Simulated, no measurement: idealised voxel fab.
A process module follows: voxel double patterning.
FYI the section here is cut, 150 nm wide, cells are 5 nm squares.
Reading order for cross-sections: top band down to bottom band. Underlying form: a grid of square cells. Band size: one or more rows of cells. Within each band entry, the heights of the top and of the bottom of the band appear first, in that order and in nm; the materials of the band then follow from left to right, each with its corresponding width in nm. The designation "everywhere" on a single material indicates that it fills the band from edge to edge; the designation "air" indicates empty space. Ref level 0: as-received wafer is one material below here. Bottom band extends down with no lower bound ("from 0 down"). It should be noted that a width expressed as "30..40" varies in equal increments from row to row of cells within the band, taking the value of the first number at the top row and that of the second number at the bottom row. Reading "remains unaltered" for a step: not a cell of the cross-section changed in it. Closed empty spaces (no open way to the top) of 8 cells or more are what "Closed internal cavities" lists, each as width x height at distance from the left edge, nm for all three. Heads up: the bit after the settings on a step's line is the simulator's remark on that step. For masked steps, "overlay nm" on the step line gives how far right of plan the mask actually lay; a minus sign means it lay to the left.
Here's what the planned process steps look like
1 RECEIVE with material Si
2 CONFORMAL_DEP with material SiO2, thk nm 10
3 DIRECTIONAL_DEP with material TiN, thk nm 10
4 DIRECTIONAL_DEP with material SiN, thk nm 5
5 MASKED_ETCH with tone open, mask id FIRST, width nm 15, pitch nm 50, etch materials SiN, depth nm 5, overlay nm 0
6 DIRECTIONAL_DEP with material aC, thk nm 15
7 PATTERN with tone open, mask id SECOND, material resist, width nm 15, pitch nm 50, thk nm 35, overlay nm 0
8 DIRECTIONAL_ETCH with etch materials aC, depth nm 15
9 STRIP with etch materials resist
10 DIRECTIONAL_ETCH with etch materials SiN, depth nm 5
11 STRIP with etch materials aC
12 DIRECTIONAL_ETCH with etch materials TiN, depth nm 10
13 STRIP with etch materials SiN
Cross-section, incoming material, after step 1
  from 0 down: Si everywhere
  Closed internal cavities: none
Result of the module, cross-sectioned: start per above, plan per above, one error in how it was run
  from 20 to 10: TiN 15  air 15  TiN 5  air 25  TiN 5  air 15  TiN 5  air 25  TiN 5  air 15  TiN 20
  from 10 to 0: SiO2 everywhere
  from 0 down: Si everywhere
  Closed internal cavities: none
What broke from the plan during processing? not per plan at step 7, really ran PATTERN with tone open, mask id SECOND, material resist, width nm 25, pitch nm 50, thk nm 35, overlay nm 0
